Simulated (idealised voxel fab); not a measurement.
process module | voxel wiring stack
cross-section cut | 240 nm wide | cells 5 nm
A cross-section is a grid of square cells, given in bands from the top down. A band is one or more rows of cells.
Each band's line starts with the height of the band's top and of its bottom, in nm. Then come its materials from left to right, each with its width in nm. One material with "throughout" fills the band from edge to edge. "air" is empty space.
Height 0 is the level under which the wafer as received is all one material. The lowest band goes on downwards, as in "0 down".
A width such as "30 to 40" changes by the same amount from each row of cells to the next, from the band's top row to its bottom row.
"no change" after a step means that no cell of the cross-section changed.
closed voids: empty space of 8 cells or more with no open way to the top, each as width x height at its distance from the left edge, in nm
after a step's settings: what the simulator itself notes on the step
overlay nm, on a step with a mask: how far to the right of its planned place the mask lay; to the left if negative
plan
1 op RECEIVE | material Si
2 op CONFORMAL_DEP | material SiO2 | thk nm 15
3 op DIRECTIONAL_DEP | material TiN | thk nm 5
4 op DIRECTIONAL_DEP | material Ru | thk nm 15
5 op PATTERN | tone cover | mask id METAL_1 | material resist | width nm 25 | pitch nm 55 | thk nm 15 | overlay nm 0
6 op DIRECTIONAL_ETCH | etch materials Ru | depth nm 15
7 op DIRECTIONAL_ETCH | etch materials TiN | depth nm 5
8 op STRIP | etch materials resist
9 op CONFORMAL_DEP | material SiCN | thk nm 5
10 op FILL_DEP | material lowk | thk nm 5
11 op CMP | height nm 35
12 op CONFORMAL_DEP | material SiCN | thk nm 5
13 op DIRECTIONAL_DEP | material SiO2 | thk nm 30
14 op DIRECTIONAL_DEP | material aC | thk nm 10
15 op PATTERN | tone open | mask id METAL_2_HOLES | material resist | width nm 15 | pitch nm 55 | thk nm 25 | overlay nm 0
16 op DIRECTIONAL_ETCH | etch materials aC | depth nm 10
17 op STRIP | etch materials resist
18 op DIRECTIONAL_ETCH | etch materials SiO2 | depth nm 30
19 op STRIP | etch materials aC
20 op DIRECTIONAL_DEP | material aC | thk nm 15
21 op PATTERN | tone open | mask id METAL_2 | material resist | width nm 25 | pitch nm 55 | thk nm 35 | overlay nm 0
22 op DIRECTIONAL_ETCH | etch materials aC | depth nm 15
23 op STRIP | etch materials resist
24 op DIRECTIONAL_ETCH | etch materials SiO2 | depth nm 15
25 op DIRECTIONAL_ETCH | etch materials SiCN | depth nm 5
26 op STRIP | etch materials aC
27 op CONFORMAL_DEP | material TiN | thk nm 5
28 op FILL_DEP | material Ru | thk nm 5
29 op CMP | height nm 70
30 op CONFORMAL_DEP | material SiCN | thk nm 5
first wafer, as planned
as received, after step 1
  0 down: Si throughout
  closed voids: none
after step 2
  15 to 0: SiO2 throughout
  below 0: unchanged
after step 3
  20 to 15: TiN throughout
  below 15: unchanged
after step 4
  35 to 20: Ru throughout
  below 20: unchanged
after step 5
  50 to 35: air 50 | resist 25 | air 30 | resist 25 | air 30 | resist 25 | air 55
  below 35: unchanged
after step 6
  50 to 35: air 50 | resist 25 | air 30 | resist 25 | air 30 | resist 25 | air 55
  35 to 20: air 50 | Ru 25 | air 30 | Ru 25 | air 30 | Ru 25 | air 55
  below 20: unchanged
after step 7
  50 to 35: air 50 | resist 25 | air 30 | resist 25 | air 30 | resist 25 | air 55
  35 to 20: air 50 | Ru 25 | air 30 | Ru 25 | air 30 | Ru 25 | air 55
  20 to 15: air 50 | TiN 25 | air 30 | TiN 25 | air 30 | TiN 25 | air 55
  below 15: unchanged
after step 8
  35 to 20: air 50 | Ru 25 | air 30 | Ru 25 | air 30 | Ru 25 | air 55
  below 20: unchanged
after step 9
  40 to 35: air 45 | SiCN 35 | air 20 | SiCN 35 | air 20 | SiCN 35 | air 50
  35 to 20: air 45 | SiCN 5 | Ru 25 | SiCN 5 | air 20 | SiCN 5 | Ru 25 | SiCN 5 | air 20 | SiCN 5 | Ru 25 | SiCN 5 | air 50
  20 to 15: SiCN 50 | TiN 25 | SiCN 30 | TiN 25 | SiCN 30 | TiN 25 | SiCN 55
  below 15: unchanged
after step 10
  45 to 40: lowk throughout
  40 to 35: lowk 45 | SiCN 35 | lowk 20 | SiCN 35 | lowk 20 | SiCN 35 | lowk 50
  35 to 20: lowk 45 | SiCN 5 | Ru 25 | SiCN 5 | lowk 20 | SiCN 5 | Ru 25 | SiCN 5 | lowk 20 | SiCN 5 | Ru 25 | SiCN 5 | lowk 50
  below 20: unchanged
after step 11
  35 to 20: lowk 45 | SiCN 5 | Ru 25 | SiCN 5 | lowk 20 | SiCN 5 | Ru 25 | SiCN 5 | lowk 20 | SiCN 5 | Ru 25 | SiCN 5 | lowk 50
  below 20: unchanged
after step 12
  40 to 35: SiCN throughout
  below 35: unchanged
after step 13
  70 to 40: SiO2 throughout
  below 40: unchanged
after step 14
  80 to 70: aC throughout
  below 70: unchanged
after step 15
  105 to 80: resist 50 | air 15 | resist 40 | air 15 | resist 40 | air 15 | resist 65
  below 80: unchanged
after step 16
  95 to 80: resist 50 | air 15 | resist 40 | air 15 | resist 40 | air 15 | resist 65
  80 to 70: aC 50 | air 15 | aC 40 | air 15 | aC 40 | air 15 | aC 65
  below 70: unchanged
after step 17
  80 to 70: aC 50 | air 15 | aC 40 | air 15 | aC 40 | air 15 | aC 65
  below 70: unchanged
after step 18
  80 to 70: aC 50 | air 15 | aC 40 | air 15 | aC 40 | air 15 | aC 65
  70 to 40: SiO2 50 | air 15 | SiO2 40 | air 15 | SiO2 40 | air 15 | SiO2 65
  below 40: unchanged
after step 19
  70 to 40: SiO2 50 | air 15 | SiO2 40 | air 15 | SiO2 40 | air 15 | SiO2 65
  below 40: unchanged
after step 20
  85 to 70: aC 50 | air 15 | aC 40 | air 15 | aC 40 | air 15 | aC 65
  70 to 55: SiO2 50 | air 15 | SiO2 40 | air 15 | SiO2 40 | air 15 | SiO2 65
  55 to 40: SiO2 50 | aC 15 | SiO2 40 | aC 15 | SiO2 40 | aC 15 | SiO2 65
  below 40: unchanged
after step 21
  120 to 85: resist 50 | air 25 | resist 30 | air 25 | resist 30 | air 25 | resist 55
  below 85: unchanged
after step 22
  105 to 85: resist 50 | air 25 | resist 30 | air 25 | resist 30 | air 25 | resist 55
  85 to 70: aC 50 | air 25 | aC 30 | air 25 | aC 30 | air 25 | aC 55
  70 to 40: SiO2 50 | air 15 | SiO2 40 | air 15 | SiO2 40 | air 15 | SiO2 65
  below 40: unchanged
after step 23
  85 to 70: aC 50 | air 25 | aC 30 | air 25 | aC 30 | air 25 | aC 55
  below 70: unchanged
after step 24
  85 to 70: aC 50 | air 25 | aC 30 | air 25 | aC 30 | air 25 | aC 55
  70 to 55: SiO2 50 | air 25 | SiO2 30 | air 25 | SiO2 30 | air 25 | SiO2 55
  below 55: unchanged
after step 25
  85 to 70: aC 50 | air 25 | aC 30 | air 25 | aC 30 | air 25 | aC 55
  70 to 55: SiO2 50 | air 25 | SiO2 30 | air 25 | SiO2 30 | air 25 | SiO2 55
  55 to 40: SiO2 50 | air 15 | SiO2 40 | air 15 | SiO2 40 | air 15 | SiO2 65
  40 to 35: SiCN 50 | air 15 | SiCN 40 | air 15 | SiCN 40 | air 15 | SiCN 65
  below 35: unchanged
after step 26
  70 to 55: SiO2 50 | air 25 | SiO2 30 | air 25 | SiO2 30 | air 25 | SiO2 55
  below 55: unchanged
after step 27
  75 to 70: TiN 55 | air 15 | TiN 40 | air 15 | TiN 40 | air 15 | TiN 60
  70 to 60: SiO2 50 | TiN 5 | air 15 | TiN 5 | SiO2 30 | TiN 5 | air 15 | TiN 5 | SiO2 30 | TiN 5 | air 15 | TiN 5 | SiO2 55
  60 to 55: SiO2 50 | TiN 5 | air 5 | TiN 15 | SiO2 30 | TiN 5 | air 5 | TiN 15 | SiO2 30 | TiN 5 | air 5 | TiN 15 | SiO2 55
  55 to 40: SiO2 50 | TiN 5 | air 5 | TiN 5 | SiO2 40 | TiN 5 | air 5 | TiN 5 | SiO2 40 | TiN 5 | air 5 | TiN 5 | SiO2 65
  40 to 35: SiCN 50 | TiN 15 | SiCN 40 | TiN 15 | SiCN 40 | TiN 15 | SiCN 65
  below 35: unchanged
after step 28
  80 to 75: Ru throughout
  75 to 70: TiN 55 | Ru 15 | TiN 40 | Ru 15 | TiN 40 | Ru 15 | TiN 60
  70 to 60: SiO2 50 | TiN 5 | Ru 15 | TiN 5 | SiO2 30 | TiN 5 | Ru 15 | TiN 5 | SiO2 30 | TiN 5 | Ru 15 | TiN 5 | SiO2 55
  60 to 55: SiO2 50 | TiN 5 | Ru 5 | TiN 15 | SiO2 30 | TiN 5 | Ru 5 | TiN 15 | SiO2 30 | TiN 5 | Ru 5 | TiN 15 | SiO2 55
  55 to 40: SiO2 50 | TiN 5 | Ru 5 | TiN 5 | SiO2 40 | TiN 5 | Ru 5 | TiN 5 | SiO2 40 | TiN 5 | Ru 5 | TiN 5 | SiO2 65
  below 40: unchanged
after step 29
  70 to 60: SiO2 50 | TiN 5 | Ru 15 | TiN 5 | SiO2 30 | TiN 5 | Ru 15 | TiN 5 | SiO2 30 | TiN 5 | Ru 15 | TiN 5 | SiO2 55
  below 60: unchanged
after step 30
  75 to 70: SiCN throughout
  below 70: unchanged
second wafer: like start, like plan, one mistake. Through step 8 it matches the first wafer
when step 9 should have ended
  40 to 35: air 45 | SiO2 35 | air 20 | SiO2 35 | air 20 | SiO2 35 | air 50
  35 to 20: air 45 | SiO2 5 | Ru 25 | SiO2 5 | air 20 | SiO2 5 | Ru 25 | SiO2 5 | air 20 | SiO2 5 | Ru 25 | SiO2 5 | air 50
  20 to 15: SiO2 50 | TiN 25 | SiO2 30 | TiN 25 | SiO2 30 | TiN 25 | SiO2 55
  below 15: unchanged
when step 10 should have ended
  45 to 40: lowk throughout
  40 to 35: lowk 45 | SiO2 35 | lowk 20 | SiO2 35 | lowk 20 | SiO2 35 | lowk 50
  35 to 20: lowk 45 | SiO2 5 | Ru 25 | SiO2 5 | lowk 20 | SiO2 5 | Ru 25 | SiO2 5 | lowk 20 | SiO2 5 | Ru 25 | SiO2 5 | lowk 50
  below 20: unchanged
when step 11 should have ended
  35 to 20: lowk 45 | SiO2 5 | Ru 25 | SiO2 5 | lowk 20 | SiO2 5 | Ru 25 | SiO2 5 | lowk 20 | SiO2 5 | Ru 25 | SiO2 5 | lowk 50
  below 20: unchanged
when step 12 should have ended
  40 to 35: SiCN throughout
  below 35: unchanged
when step 13 should have ended
  70 to 40: SiO2 throughout
  below 40: unchanged
when step 14 should have ended
  80 to 70: aC throughout
  below 70: unchanged
when step 15 should have ended
  105 to 80: resist 50 | air 15 | resist 40 | air 15 | resist 40 | air 15 | resist 65
  below 80: unchanged
when step 16 should have ended
  95 to 80: resist 50 | air 15 | resist 40 | air 15 | resist 40 | air 15 | resist 65
  80 to 70: aC 50 | air 15 | aC 40 | air 15 | aC 40 | air 15 | aC 65
  below 70: unchanged
when step 17 should have ended
  80 to 70: aC 50 | air 15 | aC 40 | air 15 | aC 40 | air 15 | aC 65
  below 70: unchanged
when step 18 should have ended
  80 to 70: aC 50 | air 15 | aC 40 | air 15 | aC 40 | air 15 | aC 65
  70 to 40: SiO2 50 | air 15 | SiO2 40 | air 15 | SiO2 40 | air 15 | SiO2 65
  below 40: unchanged
when step 19 should have ended
  70 to 40: SiO2 50 | air 15 | SiO2 40 | air 15 | SiO2 40 | air 15 | SiO2 65
  below 40: unchanged
when step 20 should have ended
  85 to 70: aC 50 | air 15 | aC 40 | air 15 | aC 40 | air 15 | aC 65
  70 to 55: SiO2 50 | air 15 | SiO2 40 | air 15 | SiO2 40 | air 15 | SiO2 65
  55 to 40: SiO2 50 | aC 15 | SiO2 40 | aC 15 | SiO2 40 | aC 15 | SiO2 65
  below 40: unchanged
when step 21 should have ended
  120 to 85: resist 50 | air 25 | resist 30 | air 25 | resist 30 | air 25 | resist 55
  below 85: unchanged
when step 22 should have ended
  105 to 85: resist 50 | air 25 | resist 30 | air 25 | resist 30 | air 25 | resist 55
  85 to 70: aC 50 | air 25 | aC 30 | air 25 | aC 30 | air 25 | aC 55
  70 to 40: SiO2 50 | air 15 | SiO2 40 | air 15 | SiO2 40 | air 15 | SiO2 65
  below 40: unchanged
when step 23 should have ended
  85 to 70: aC 50 | air 25 | aC 30 | air 25 | aC 30 | air 25 | aC 55
  below 70: unchanged
when step 24 should have ended
  85 to 70: aC 50 | air 25 | aC 30 | air 25 | aC 30 | air 25 | aC 55
  70 to 55: SiO2 50 | air 25 | SiO2 30 | air 25 | SiO2 30 | air 25 | SiO2 55
  below 55: unchanged
when step 25 should have ended
  85 to 70: aC 50 | air 25 | aC 30 | air 25 | aC 30 | air 25 | aC 55
  70 to 55: SiO2 50 | air 25 | SiO2 30 | air 25 | SiO2 30 | air 25 | SiO2 55
  55 to 40: SiO2 50 | air 15 | SiO2 40 | air 15 | SiO2 40 | air 15 | SiO2 65
  40 to 35: SiCN 50 | air 15 | SiCN 40 | air 15 | SiCN 40 | air 15 | SiCN 65
  below 35: unchanged
when step 26 should have ended
  70 to 55: SiO2 50 | air 25 | SiO2 30 | air 25 | SiO2 30 | air 25 | SiO2 55
  below 55: unchanged
when step 27 should have ended
  75 to 70: TiN 55 | air 15 | TiN 40 | air 15 | TiN 40 | air 15 | TiN 60
  70 to 60: SiO2 50 | TiN 5 | air 15 | TiN 5 | SiO2 30 | TiN 5 | air 15 | TiN 5 | SiO2 30 | TiN 5 | air 15 | TiN 5 | SiO2 55
  60 to 55: SiO2 50 | TiN 5 | air 5 | TiN 15 | SiO2 30 | TiN 5 | air 5 | TiN 15 | SiO2 30 | TiN 5 | air 5 | TiN 15 | SiO2 55
  55 to 40: SiO2 50 | TiN 5 | air 5 | TiN 5 | SiO2 40 | TiN 5 | air 5 | TiN 5 | SiO2 40 | TiN 5 | air 5 | TiN 5 | SiO2 65
  40 to 35: SiCN 50 | TiN 15 | SiCN 40 | TiN 15 | SiCN 40 | TiN 15 | SiCN 65
  below 35: unchanged
when step 28 should have ended
  80 to 75: Ru throughout
  75 to 70: TiN 55 | Ru 15 | TiN 40 | Ru 15 | TiN 40 | Ru 15 | TiN 60
  70 to 60: SiO2 50 | TiN 5 | Ru 15 | TiN 5 | SiO2 30 | TiN 5 | Ru 15 | TiN 5 | SiO2 30 | TiN 5 | Ru 15 | TiN 5 | SiO2 55
  60 to 55: SiO2 50 | TiN 5 | Ru 5 | TiN 15 | SiO2 30 | TiN 5 | Ru 5 | TiN 15 | SiO2 30 | TiN 5 | Ru 5 | TiN 15 | SiO2 55
  55 to 40: SiO2 50 | TiN 5 | Ru 5 | TiN 5 | SiO2 40 | TiN 5 | Ru 5 | TiN 5 | SiO2 40 | TiN 5 | Ru 5 | TiN 5 | SiO2 65
  below 40: unchanged
when step 29 should have ended
  70 to 60: SiO2 50 | TiN 5 | Ru 15 | TiN 5 | SiO2 30 | TiN 5 | Ru 15 | TiN 5 | SiO2 30 | TiN 5 | Ru 15 | TiN 5 | SiO2 55
  below 60: unchanged
when step 30 should have ended
  75 to 70: SiCN throughout
  below 70: unchanged
what went wrong: step 9 ran as: op CONFORMAL_DEP | material SiO2 | thk nm 5
at the end the second wafer has, in cells: 51 fewer of SiCN | 51 more of SiO2
